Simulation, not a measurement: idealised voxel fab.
Proc. module: voxel wiring stack
The cross-section shown here is cut; it is 225 nm wide and divided into square cells measuring 5 nm on a side.
We lay out every cross-section as a grid of square cells and spell it out in bands from the top down, where one band means one or more rows of cells.
It is stipulated that each band's entry specify, in nanometres, the height of the top of the band and then that of its bottom, followed by the materials of the band in left-to-right sequence, each together with its width in nanometres. A single material marked by the word "full width" is understood to fill the band from edge to edge; the word "air" is understood to denote empty space.
Note: height 0 marks the level under which the wafer is uniformly one material as received. Lowest band unbounded below, written "0 nm and below".
So if you see something like "30..40" for the width, read it as the top row of the band sitting at the first number and the bottom row at the second, with every row in between moving by the same amount as the last.
Basically "nothing got changed" means that step didn't change any cell in the cross-section.
"Enclosed void listing" lists enclosed empty spaces (at least 8 cells, no open path upward to the top), each as width x height at distance from the left edge, in nm.
If you see something after the settings on a step's line, that's the simulator's own remark about that step.
Each step line may optionally specify "overlay nm", which for a step with a mask gives the rightward distance between the mask's planned place and where it lay, a negative value indicating the leftward direction.
[Set out below are the planned steps of the process]
- 1: RECEIVE with material Si
- 2: CONFORMAL_DEP with material SiO2, thk nm 15
- 3: CONFORMAL_DEP with material SiCN, thk nm 5
- 4: DIRECTIONAL_DEP with material lowk, thk nm 20
- 5: DIRECTIONAL_DEP with material aC, thk nm 10
- 6: PATTERN with tone open, mask id METAL_1, material resist, width nm 20, pitch nm 35, thk nm 30, overlay nm 0
- 7: DIRECTIONAL_ETCH with etch materials aC, depth nm 10
- 8: STRIP with etch materials resist
- 9: DIRECTIONAL_ETCH with etch materials lowk, depth nm 20
- 10: DIRECTIONAL_ETCH with etch materials SiCN, depth nm 5
- 11: STRIP with etch materials aC
- 12: CONFORMAL_DEP with material TiN, thk nm 5
- 13: FILL_DEP with material Cu, thk nm 10
- 14: CMP with height nm 40
- 15: CONFORMAL_DEP with material SiCN, thk nm 5
- 16: DIRECTIONAL_DEP with material lowk, thk nm 30
- 17: PATTERN with tone open, mask id METAL_2, material resist, width nm 20, pitch nm 35, thk nm 20, overlay nm 0
- 18: DIRECTIONAL_ETCH with etch materials lowk, depth nm 15
- 19: STRIP with etch materials resist
- 20: PATTERN with tone open, mask id METAL_2_HOLES, material resist, width nm 15, pitch nm 35, thk nm 15, overlay nm 0
- 21: DIRECTIONAL_ETCH with etch materials lowk, depth nm 15
- 22: DIRECTIONAL_ETCH with etch materials SiCN, depth nm 5
- 23: STRIP with etch materials resist
- 24: CONFORMAL_DEP with material TiN, thk nm 5
- 25: FILL_DEP with material Ru, thk nm 10
- 26: CMP with height nm 75
- 27: CONFORMAL_DEP with material SiCN, thk nm 5
- 28: DIRECTIONAL_DEP with material lowk, thk nm 25
- 29: MASKED_ETCH with tone open, mask id METAL_3, width nm 20, pitch nm 35, etch materials lowk, depth nm 15, overlay nm 0
- 30: PATTERN with tone open, mask id METAL_3_HOLES, material resist, width nm 15, pitch nm 70, thk nm 15, overlay nm 0
- 31: DIRECTIONAL_ETCH with etch materials lowk, depth nm 10
- 32: DIRECTIONAL_ETCH with etch materials SiCN, depth nm 5
- 33: STRIP with etch materials resist
- 34: CONFORMAL_DEP with material TiN, thk nm 5
- 35: FILL_DEP with material Ru, thk nm 10
- 36: CMP with height nm 105
- 37: CONFORMAL_DEP with material SiCN, thk nm 5
[Wafer cross-section on receipt, i.e. after step 1]
  0 nm and below: Si full width
  Enclosed void listing: none
[First of two wafers, end-of-module section, run followed plan]
  110 nm to 105 nm: SiCN full width
  105 nm to 95 nm: lowk: 65 | TiN: 5 | Ru: 10 | TiN: 5 | lowk: 15 | TiN: 5 | Ru: 10 | TiN: 5 | lowk: 15 | TiN: 5 | Ru: 10 | TiN: 5 | lowk: 70
  95 nm to 90 nm: lowk: 65 | TiN: 5 | Ru: 5 | TiN: 10 | lowk: 15 | TiN: 20 | lowk: 15 | TiN: 5 | Ru: 5 | TiN: 10 | lowk: 70
  90 nm to 80 nm: lowk: 65 | TiN: 5 | Ru: 5 | TiN: 5 | lowk: 55 | TiN: 5 | Ru: 5 | TiN: 5 | lowk: 75
  80 nm to 75 nm: SiCN: 65 | TiN: 15 | SiCN: 55 | TiN: 15 | SiCN: 75
  75 nm to 65 nm: lowk: 65 | TiN: 5 | Ru: 10 | TiN: 5 | lowk: 15 | TiN: 5 | Ru: 10 | TiN: 5 | lowk: 15 | TiN: 5 | Ru: 10 | TiN: 5 | lowk: 70
  65 nm to 60 nm: lowk: 65 | TiN: 5 | Ru: 5 | TiN: 10 | lowk: 15 | TiN: 5 | Ru: 5 | TiN: 10 | lowk: 15 | TiN: 5 | Ru: 5 | TiN: 10 | lowk: 70
  60 nm to 45 nm: lowk: 65 | TiN: 5 | Ru: 5 | TiN: 5 | lowk: 20 | TiN: 5 | Ru: 5 | TiN: 5 | lowk: 20 | TiN: 5 | Ru: 5 | TiN: 5 | lowk: 75
  45 nm to 40 nm: SiCN: 65 | TiN: 15 | SiCN: 20 | TiN: 15 | SiCN: 20 | TiN: 15 | SiCN: 75
  40 nm to 20 nm: lowk: 65 | TiN: 5 | Cu: 10 | TiN: 5 | lowk: 15 | TiN: 5 | Cu: 10 | TiN: 5 | lowk: 15 | TiN: 5 | Cu: 10 | TiN: 5 | lowk: 70
  20 nm to 15 nm: SiCN: 65 | TiN: 20 | SiCN: 15 | TiN: 20 | SiCN: 15 | TiN: 20 | SiCN: 70
  15 nm to 0 nm: SiO2 full width
  0 nm and below: Si full width
  Enclosed void listing: none
[Second wafer through the module, sectioned at the end: same beginning and same plan as the first wafer, with one mistake in carrying it out]
  110 nm to 105 nm: SiCN full width
  105 nm to 95 nm: lowk: 65 | TiN: 5 | Ru: 10 | TiN: 5 | lowk: 15 | TiN: 5 | Ru: 10 | TiN: 5 | lowk: 15 | TiN: 5 | Ru: 10 | TiN: 5 | lowk: 70
  95 nm to 90 nm: lowk: 65 | TiN: 5 | Ru: 5 | TiN: 10 | lowk: 15 | TiN: 20 | lowk: 15 | TiN: 5 | Ru: 5 | TiN: 10 | lowk: 70
  90 nm to 80 nm: lowk: 65 | TiN: 5 | Ru: 5 | TiN: 5 | lowk: 55 | TiN: 5 | Ru: 5 | TiN: 5 | lowk: 75
  80 nm to 75 nm: SiCN: 65 | TiN: 15 | SiCN: 55 | TiN: 15 | SiCN: 75
  75 nm to 65 nm: lowk: 65 | aC: 5 | Ru: 10 | aC: 5 | lowk: 15 | aC: 5 | Ru: 10 | aC: 5 | lowk: 15 | aC: 5 | Ru: 10 | aC: 5 | lowk: 70
  65 nm to 60 nm: lowk: 65 | aC: 5 | Ru: 5 | aC: 10 | lowk: 15 | aC: 5 | Ru: 5 | aC: 10 | lowk: 15 | aC: 5 | Ru: 5 | aC: 10 | lowk: 70
  60 nm to 45 nm: lowk: 65 | aC: 5 | Ru: 5 | aC: 5 | lowk: 20 | aC: 5 | Ru: 5 | aC: 5 | lowk: 20 | aC: 5 | Ru: 5 | aC: 5 | lowk: 75
  45 nm to 40 nm: SiCN: 65 | aC: 15 | SiCN: 20 | aC: 15 | SiCN: 20 | aC: 15 | SiCN: 75
  40 nm to 20 nm: lowk: 65 | TiN: 5 | Cu: 10 | TiN: 5 | lowk: 15 | TiN: 5 | Cu: 10 | TiN: 5 | lowk: 15 | TiN: 5 | Cu: 10 | TiN: 5 | lowk: 70
  20 nm to 15 nm: SiCN: 65 | TiN: 20 | SiCN: 15 | TiN: 20 | SiCN: 15 | TiN: 20 | SiCN: 70
  15 nm to 0 nm: SiO2 full width
  0 nm and below: Si full width
  Enclosed void listing: none
Where did the run depart from the plan? not per plan at step 24, really ran CONFORMAL_DEP with material aC, thk nm 5
Once processing is complete, comparing cell counts shows that the second wafer has more or fewer of certain materials than the first: 48 fewer of TiN; 48 more of aC
